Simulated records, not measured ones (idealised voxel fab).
This is a process module. Its name is voxel gate over fins.
Section shown: cut. Width: 215 nm. Cell size: 5 nm, square.
Notation: cross-section as square-cell grid; stated in bands, top first, going down; one or more cell rows per band. A band entry consists of two parts. The first gives the height of the band's top and the height of its bottom, in nm. The rest lists the band's materials from left to right, each with its width in nm. A single material labelled with the word "throughout" fills the band from edge to edge, and the word "air" marks empty space. A quick word on heights: they are counted from 0, and under that level the wafer as it came to us is one material throughout. The lowest band is different from the rest in having no bottom; it simply continues downward, written as in "z 0 and below". The width entry "30->40" should be interpreted row by row: the top row of cells in the band takes the first number, the bottom row takes the second number, and the change between adjacent rows is uniform throughout. You'll sometimes find "changes: none" written for a step, and that's the way of saying that nowhere in the cross-section did a cell change during that step. So "Sealed internal voids" is basically the list of trapped voids: any empty space of 8 cells or more that can't reach the top through an opening. They're written width x height at distance, the distance being from the left edge, and it's all nm. On each step's line, the part that comes after the settings is the simulator's own comment on the step. Each step line may optionally specify "overlay nm", which for a step with a mask gives the rightward distance between the mask's planned place and where it lay, a negative value indicating the leftward direction.

### List of planned process steps
- 1: RECEIVE, material Si
- 2: CONFORMAL_DEP, material SiN, thk nm 10
- 3: DIRECTIONAL_DEP, material aC, thk nm 10
- 4: PATTERN, tone cover, mask id FINS, material resist, width nm 15, pitch nm 40, thk nm 30, overlay nm 0
- 5: DIRECTIONAL_ETCH, etch materials aC, depth nm 10
- 6: STRIP, etch materials resist
- 7: DIRECTIONAL_ETCH, etch materials SiN, depth nm 10
- 8: DIRECTIONAL_ETCH, etch materials Si, depth nm 30
- 9: STRIP, etch materials aC
- 10: OXIDIZE, depth nm 5
- 11: FILL_DEP, material SiO2, thk nm 5
- 12: CMP, height nm 10
- 13: SELECTIVE_ETCH, etch materials SiO2, depth nm 20
- 14: STRIP, etch materials SiN
- 15: CONFORMAL_DEP, material HfO2, thk nm 5
- 16: CONFORMAL_DEP, material TiN, thk nm 5
- 17: FILL_DEP, material W, thk nm 10
- 18: CMP, height nm 15
- 19: CONFORMAL_DEP, material SiCN, thk nm 5

### So, the first of our two wafers, run just as we planned it

### As-received state of the wafer in cross-section, equivalent to post-step 1
  z 0 and below | Si throughout
  Sealed internal voids: none

### Cross-section of the wafer subsequent to step 2
  z 10 to 0 | SiN throughout
  Anything lower than 0 is untouched.

### Cross-section of the wafer subsequent to step 3
  z 20 to 10 | aC throughout
  Anything lower than 10 is untouched.

### Cross-section of the wafer subsequent to step 4
  z 50 to 20 | air=60 / resist=15 / air=25 / resist=15 / air=25 / resist=15 / air=60
  Anything lower than 20 is untouched.

### Cross-section of the wafer subsequent to step 5
  z 40 to 20 | air=60 / resist=15 / air=25 / resist=15 / air=25 / resist=15 / air=60
  z 20 to 10 | air=60 / aC=15 / air=25 / aC=15 / air=25 / aC=15 / air=60
  Anything lower than 10 is untouched.

### Cross-section of the wafer subsequent to step 6
  z 20 to 10 | air=60 / aC=15 / air=25 / aC=15 / air=25 / aC=15 / air=60
  Anything lower than 10 is untouched.

### Cross-section of the wafer subsequent to step 7
  z 20 to 10 | air=60 / aC=15 / air=25 / aC=15 / air=25 / aC=15 / air=60
  z 10 to 0 | air=60 / SiN=15 / air=25 / SiN=15 / air=25 / SiN=15 / air=60
  Anything lower than 0 is untouched.

### Cross-section of the wafer subsequent to step 8
  z 20 to 10 | air=60 / aC=15 / air=25 / aC=15 / air=25 / aC=15 / air=60
  z 10 to 0 | air=60 / SiN=15 / air=25 / SiN=15 / air=25 / SiN=15 / air=60
  z 0 to -30 | air=60 / Si=15 / air=25 / Si=15 / air=25 / Si=15 / air=60
  Anything lower than -30 is untouched.

### Cross-section of the wafer subsequent to step 9
  z 10 to 0 | air=60 / SiN=15 / air=25 / SiN=15 / air=25 / SiN=15 / air=60
  Anything lower than 0 is untouched.

### Cross-section of the wafer subsequent to step 10
  z 10 to 0 | air=60 / SiN=15 / air=25 / SiN=15 / air=25 / SiN=15 / air=60
  z 0 to -30 | air=60 / SiO2=5 / Si=5 / SiO2=5 / air=25 / SiO2=5 / Si=5 / SiO2=5 / air=25 / SiO2=5 / Si=5 / SiO2=5 / air=60
  z -30 to -35 | SiO2=65 / Si=5 / SiO2=35 / Si=5 / SiO2=35 / Si=5 / SiO2=65
  Anything lower than -35 is untouched.

### Cross-section of the wafer subsequent to step 11
  z 15 to 10 | SiO2 throughout
  z 10 to 0 | SiO2=60 / SiN=15 / SiO2=25 / SiN=15 / SiO2=25 / SiN=15 / SiO2=60
  z 0 to -35 | SiO2=65 / Si=5 / SiO2=35 / Si=5 / SiO2=35 / Si=5 / SiO2=65
  Anything lower than -35 is untouched.

### Cross-section of the wafer subsequent to step 12
  z 10 to 0 | SiO2=60 / SiN=15 / SiO2=25 / SiN=15 / SiO2=25 / SiN=15 / SiO2=60
  Anything lower than 0 is untouched.

### Cross-section of the wafer subsequent to step 13
  z 10 to 0 | air=60 / SiN=15 / air=25 / SiN=15 / air=25 / SiN=15 / air=60
  z 0 to -10 | air=65 / Si=5 / air=35 / Si=5 / air=35 / Si=5 / air=65
  Anything lower than -10 is untouched.

### Cross-section of the wafer subsequent to step 14
  z 0 to -10 | air=65 / Si=5 / air=35 / Si=5 / air=35 / Si=5 / air=65
  Anything lower than -10 is untouched.

### Cross-section of the wafer subsequent to step 15
  z 5 to 0 | air=60 / HfO2=15 / air=25 / HfO2=15 / air=25 / HfO2=15 / air=60
  z 0 to -5 | air=60 / HfO2=5 / Si=5 / HfO2=5 / air=25 / HfO2=5 / Si=5 / HfO2=5 / air=25 / HfO2=5 / Si=5 / HfO2=5 / air=60
  z -5 to -10 | HfO2=65 / Si=5 / HfO2=35 / Si=5 / HfO2=35 / Si=5 / HfO2=65
  Anything lower than -10 is untouched.

### Cross-section of the wafer subsequent to step 16
  z 10 to 5 | air=55 / TiN=25 / air=15 / TiN=25 / air=15 / TiN=25 / air=55
  z 5 to 0 | air=55 / TiN=5 / HfO2=15 / TiN=5 / air=15 / TiN=5 / HfO2=15 / TiN=5 / air=15 / TiN=5 / HfO2=15 / TiN=5 / air=55
  z 0 to -5 | TiN=60 / HfO2=5 / Si=5 / HfO2=5 / TiN=25 / HfO2=5 / Si=5 / HfO2=5 / TiN=25 / HfO2=5 / Si=5 / HfO2=5 / TiN=60
  Anything lower than -5 is untouched.

### Cross-section of the wafer subsequent to step 17
  z 20 to 10 | W throughout
  z 10 to 5 | W=55 / TiN=25 / W=15 / TiN=25 / W=15 / TiN=25 / W=55
  z 5 to 0 | W=55 / TiN=5 / HfO2=15 / TiN=5 / W=15 / TiN=5 / HfO2=15 / TiN=5 / W=15 / TiN=5 / HfO2=15 / TiN=5 / W=55
  Anything lower than 0 is untouched.

### Cross-section of the wafer subsequent to step 18
  z 15 to 10 | W throughout
  Anything lower than 10 is untouched.

### Cross-section of the wafer subsequent to step 19
  z 20 to 15 | SiCN throughout
  Anything lower than 15 is untouched.

### Second wafer - shared start and plan with the first - one error in running - same as the first up to step 3 inclusive

### Here is the second wafer in cross-section at the point where step 4 of the plan should have been done
  z 50 to 20 | air=50 / resist=15 / air=25 / resist=15 / air=25 / resist=15 / air=70
  Anything lower than 20 is untouched.

### Here is the second wafer in cross-section at the point where step 5 of the plan should have been done
  z 40 to 20 | air=50 / resist=15 / air=25 / resist=15 / air=25 / resist=15 / air=70
  z 20 to 10 | air=50 / aC=15 / air=25 / aC=15 / air=25 / aC=15 / air=70
  Anything lower than 10 is untouched.

### Here is the second wafer in cross-section at the point where step 6 of the plan should have been done
  z 20 to 10 | air=50 / aC=15 / air=25 / aC=15 / air=25 / aC=15 / air=70
  Anything lower than 10 is untouched.

### Here is the second wafer in cross-section at the point where step 7 of the plan should have been done
  z 20 to 10 | air=50 / aC=15 / air=25 / aC=15 / air=25 / aC=15 / air=70
  z 10 to 0 | air=50 / SiN=15 / air=25 / SiN=15 / air=25 / SiN=15 / air=70
  Anything lower than 0 is untouched.

### Here is the second wafer in cross-section at the point where step 8 of the plan should have been done
  z 20 to 10 | air=50 / aC=15 / air=25 / aC=15 / air=25 / aC=15 / air=70
  z 10 to 0 | air=50 / SiN=15 / air=25 / SiN=15 / air=25 / SiN=15 / air=70
  z 0 to -30 | air=50 / Si=15 / air=25 / Si=15 / air=25 / Si=15 / air=70
  Anything lower than -30 is untouched.

### Here is the second wafer in cross-section at the point where step 9 of the plan should have been done
  z 10 to 0 | air=50 / SiN=15 / air=25 / SiN=15 / air=25 / SiN=15 / air=70
  Anything lower than 0 is untouched.

### Here is the second wafer in cross-section at the point where step 10 of the plan should have been done
  z 10 to 0 | air=50 / SiN=15 / air=25 / SiN=15 / air=25 / SiN=15 / air=70
  z 0 to -30 | air=50 / SiO2=5 / Si=5 / SiO2=5 / air=25 / SiO2=5 / Si=5 / SiO2=5 / air=25 / SiO2=5 / Si=5 / SiO2=5 / air=70
  z -30 to -35 | SiO2=55 / Si=5 / SiO2=35 / Si=5 / SiO2=35 / Si=5 / SiO2=75
  Anything lower than -35 is untouched.

### Here is the second wafer in cross-section at the point where step 11 of the plan should have been done
  z 15 to 10 | SiO2 throughout
  z 10 to 0 | SiO2=50 / SiN=15 / SiO2=25 / SiN=15 / SiO2=25 / SiN=15 / SiO2=70
  z 0 to -35 | SiO2=55 / Si=5 / SiO2=35 / Si=5 / SiO2=35 / Si=5 / SiO2=75
  Anything lower than -35 is untouched.

### Here is the second wafer in cross-section at the point where step 12 of the plan should have been done
  z 10 to 0 | SiO2=50 / SiN=15 / SiO2=25 / SiN=15 / SiO2=25 / SiN=15 / SiO2=70
  Anything lower than 0 is untouched.

### Here is the second wafer in cross-section at the point where step 13 of the plan should have been done
  z 10 to 0 | air=50 / SiN=15 / air=25 / SiN=15 / air=25 / SiN=15 / air=70
  z 0 to -10 | air=55 / Si=5 / air=35 / Si=5 / air=35 / Si=5 / air=75
  Anything lower than -10 is untouched.

### Here is the second wafer in cross-section at the point where step 14 of the plan should have been done
  z 0 to -10 | air=55 / Si=5 / air=35 / Si=5 / air=35 / Si=5 / air=75
  Anything lower than -10 is untouched.

### Here is the second wafer in cross-section at the point where step 15 of the plan should have been done
  z 5 to 0 | air=50 / HfO2=15 / air=25 / HfO2=15 / air=25 / HfO2=15 / air=70
  z 0 to -5 | air=50 / HfO2=5 / Si=5 / HfO2=5 / air=25 / HfO2=5 / Si=5 / HfO2=5 / air=25 / HfO2=5 / Si=5 / HfO2=5 / air=70
  z -5 to -10 | HfO2=55 / Si=5 / HfO2=35 / Si=5 / HfO2=35 / Si=5 / HfO2=75
  Anything lower than -10 is untouched.

### Here is the second wafer in cross-section at the point where step 16 of the plan should have been done
  z 10 to 5 | air=45 / TiN=25 / air=15 / TiN=25 / air=15 / TiN=25 / air=65
  z 5 to 0 | air=45 / TiN=5 / HfO2=15 / TiN=5 / air=15 / TiN=5 / HfO2=15 / TiN=5 / air=15 / TiN=5 / HfO2=15 / TiN=5 / air=65
  z 0 to -5 | TiN=50 / HfO2=5 / Si=5 / HfO2=5 / TiN=25 / HfO2=5 / Si=5 / HfO2=5 / TiN=25 / HfO2=5 / Si=5 / HfO2=5 / TiN=70
  Anything lower than -5 is untouched.

### Here is the second wafer in cross-section at the point where step 17 of the plan should have been done
  z 20 to 10 | W throughout
  z 10 to 5 | W=45 / TiN=25 / W=15 / TiN=25 / W=15 / TiN=25 / W=65
  z 5 to 0 | W=45 / TiN=5 / HfO2=15 / TiN=5 / W=15 / TiN=5 / HfO2=15 / TiN=5 / W=15 / TiN=5 / HfO2=15 / TiN=5 / W=65
  Anything lower than 0 is untouched.

### Here is the second wafer in cross-section at the point where step 18 of the plan should have been done
  z 15 to 10 | W throughout
  Anything lower than 10 is untouched.

### Here is the second wafer in cross-section at the point where step 19 of the plan should have been done
  z 20 to 15 | SiCN throughout
  Anything lower than 15 is untouched.
Deviation from plan: step 4 off recipe, ran as PATTERN, tone cover, mask id FINS, material resist, width nm 15, pitch nm 40, thk nm 30, overlay nm -10
So at the finish, the second wafer's got exactly as many cells of each material as the first, just not in the same spots.
